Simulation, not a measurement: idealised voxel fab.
The following is a process module called voxel capacitor over wiring.
Cross-section cut spans 165 nm and uses square cells 5 nm in size.
In what follows, cross-sections appear as grids of square cells, described through bands that run from the top down, where every band is one or more rows of cells. Within each band entry, the heights of the top and of the bottom of the band appear first, in that order and in nm; the materials of the band then follow from left to right, each with its corresponding width in nm. The designation "all across" on a single material indicates that it fills the band from edge to edge; the designation "blank" indicates empty space. Heights are measured from 0, the level below which the as-received wafer is all one material; the lowest band has no bottom and continues downward, written as in "top 0, no bottom". A width such as "30..40" changes by the same amount from each row of cells to the next, from the band's top row to its bottom row. No cell of the cross-section changed in a step that is given as "remained the same". Empty spaces counting at least 8 cells and having no open way to the top are listed in "Sealed voids". The notation width x height at distance is used for each, the distance being from the left edge and all three values in nm. Step line, after settings: the simulator's comment on this step. "overlay nm", when on a step's line for a step with a mask, measures how far to the right of its planned place the mask lay; a negative measure means to the left.

Intended process steps
| 1 | op RECEIVE | material Si |
| 2 | op CONFORMAL_DEP | material SiO2 | thk nm 10 |
| 3 | op CONFORMAL_DEP | material SiN | thk nm 5 |
| 4 | op DIRECTIONAL_DEP | material lowk | thk nm 20 |
| 5 | op DIRECTIONAL_DEP | material aC | thk nm 15 |
| 6 | op PATTERN | tone open | mask id METAL_1 | material resist | width nm 20 | pitch nm 90 | thk nm 35 | overlay nm 0 |
| 7 | op DIRECTIONAL_ETCH | etch materials aC | depth nm 15 |
| 8 | op STRIP | etch materials resist |
| 9 | op DIRECTIONAL_ETCH | etch materials lowk | depth nm 20 |
| 10 | op DIRECTIONAL_ETCH | etch materials SiN | depth nm 5 |
| 11 | op STRIP | etch materials aC |
| 12 | op CONFORMAL_DEP | material TiN | thk nm 5 |
| 13 | op FILL_DEP | material Cu | thk nm 5 |
| 14 | op CMP | height nm 35 |
| 15 | op CONFORMAL_DEP | material SiCN | thk nm 5 |
| 16 | op DIRECTIONAL_DEP | material lowk | thk nm 20 |
| 17 | op PATTERN | tone open | mask id PLUG_1 | material resist | width nm 15 | thk nm 15 | overlay nm 0 |
| 18 | op DIRECTIONAL_ETCH | etch materials lowk | depth nm 20 |
| 19 | op DIRECTIONAL_ETCH | etch materials SiCN | depth nm 5 |
| 20 | op STRIP | etch materials resist |
| 21 | op EPI | material Ru | thk nm 10 |
| 22 | op EPI | material Ru | thk nm 10 |
| 23 | op EPI | material Ru | thk nm 5 |
| 24 | op DIRECTIONAL_DEP | material TiN | thk nm 5 |
| 25 | op DIRECTIONAL_DEP | material HfO2 | thk nm 5 |
| 26 | op DIRECTIONAL_DEP | material TiN | thk nm 5 |
| 27 | op MASKED_ETCH | tone cover | mask id UPPER_PLATE | width nm 75 | etch materials TiN | depth nm 5 | overlay nm 0 |
| 28 | op MASKED_ETCH | tone cover | mask id UPPER_PLATE | width nm 75 | etch materials HfO2 | depth nm 5 | overlay nm 0 |
| 29 | op PATTERN | tone cover | mask id LOWER_PLATE | material resist | width nm 75 | thk nm 20 | overlay nm 0 |
| 30 | op DIRECTIONAL_ETCH | etch materials TiN | depth nm 5 |
| 31 | op STRIP | etch materials resist |
| 32 | op FILL_DEP | material SiO2 | thk nm 15 |
| 33 | op CMP | height nm 85 |
| 34 | op DIRECTIONAL_DEP | material aC | thk nm 10 |
| 35 | op PATTERN | tone open | mask id PLUG_2 | material resist | width nm 15 | thk nm 30 | overlay nm 0 |
| 36 | op DIRECTIONAL_ETCH | etch materials aC | depth nm 10 |
| 37 | op STRIP | etch materials resist |
| 38 | op DIRECTIONAL_ETCH | etch materials SiO2 | depth nm 10 |
| 39 | op STRIP | etch materials aC |
| 40 | op CONFORMAL_DEP | material TiN | thk nm 5 |
| 41 | op FILL_DEP | material Cu | thk nm 10 |
| 42 | op CMP | height nm 85 |
| 43 | op CONFORMAL_DEP | material SiCN | thk nm 5 |
For this document, wafers share an identical start and vary in the step 29 width nm; the plan quotes the first wafer's value.

Cross-section: the first of several wafers in its as-received state, i.e. following step 1
    top 0, no bottom = Si all across
    Sealed voids: none

Quick look at the cross-section of the first of several wafers after step 43, which wraps up the module
    top 90, bottom 85 = SiCN all across
    top 85, bottom 80 = SiO2 40, TiN 5, Cu 5, TiN 5, SiO2 110
    top 80, bottom 70 = SiO2 40..30, TiN 15..75, SiO2 110..60
    top 70, bottom 65 = SiO2 30, HfO2 75, SiO2 60
    top 65, bottom 60 = SiO2 30, TiN 75, SiO2 60
    top 60, bottom 40 = lowk 30, Ru 15, lowk 120
    top 40, bottom 35 = SiCN 30, Ru 15, SiCN 120
    top 35, bottom 15 = lowk 25, TiN 5, Cu 10, TiN 5, lowk 70, TiN 5, Cu 10, TiN 5, lowk 30
    top 15, bottom 10 = SiN 25, TiN 20, SiN 70, TiN 20, SiN 30
    top 10, bottom 0 = SiO2 all across
    top 0, no bottom = Si all across
    Sealed voids: none

Last wafer of the set, cross-sectioned at end of module
    top 90, bottom 85 = SiCN all across
    top 85, bottom 80 = SiO2 40, TiN 5, Cu 5, TiN 5, SiO2 110
    top 80, bottom 70 = SiO2 40..30, TiN 15..75, SiO2 110..60
    top 70, bottom 65 = SiO2 30, HfO2 75, SiO2 60
    top 65, bottom 60 = SiO2 20, TiN 100, SiO2 45
    top 60, bottom 40 = lowk 30, Ru 15, lowk 120
    top 40, bottom 35 = SiCN 30, Ru 15, SiCN 120
    top 35, bottom 15 = lowk 25, TiN 5, Cu 10, TiN 5, lowk 70, TiN 5, Cu 10, TiN 5, lowk 30
    top 15, bottom 10 = SiN 25, TiN 20, SiN 70, TiN 20, SiN 30
    top 10, bottom 0 = SiO2 all across
    top 0, no bottom = Si all across
    Sealed voids: none

The rows of the table below are wafers. Looking at the end of the module, a row counts, for every material, the cells the wafer has gained, shown as (+), or lost, shown as (-), since it was received; its closed voids come next
width nm 75, +17 Cu, +15 HfO2, +15 Ru, +63 SiCN, +25 SiN, +180 SiO2, +59 TiN, +220 lowk, Sealed voids: none
width nm 80, +17 Cu, +15 HfO2, +15 Ru, +63 SiCN, +25 SiN, +179 SiO2, +60 TiN, +220 lowk, Sealed voids: none
width nm 85, +17 Cu, +15 HfO2, +15 Ru, +63 SiCN, +25 SiN, +178 SiO2, +61 TiN, +220 lowk, Sealed voids: none
width nm 90, +17 Cu, +15 HfO2, +15 Ru, +63 SiCN, +25 SiN, +177 SiO2, +62 TiN, +220 lowk, Sealed voids: none
width nm 95, +17 Cu, +15 HfO2, +15 Ru, +63 SiCN, +25 SiN, +176 SiO2, +63 TiN, +220 lowk, Sealed voids: none
width nm 100, +17 Cu, +15 HfO2, +15 Ru, +63 SiCN, +25 SiN, +175 SiO2, +64 TiN, +220 lowk, Sealed voids: none
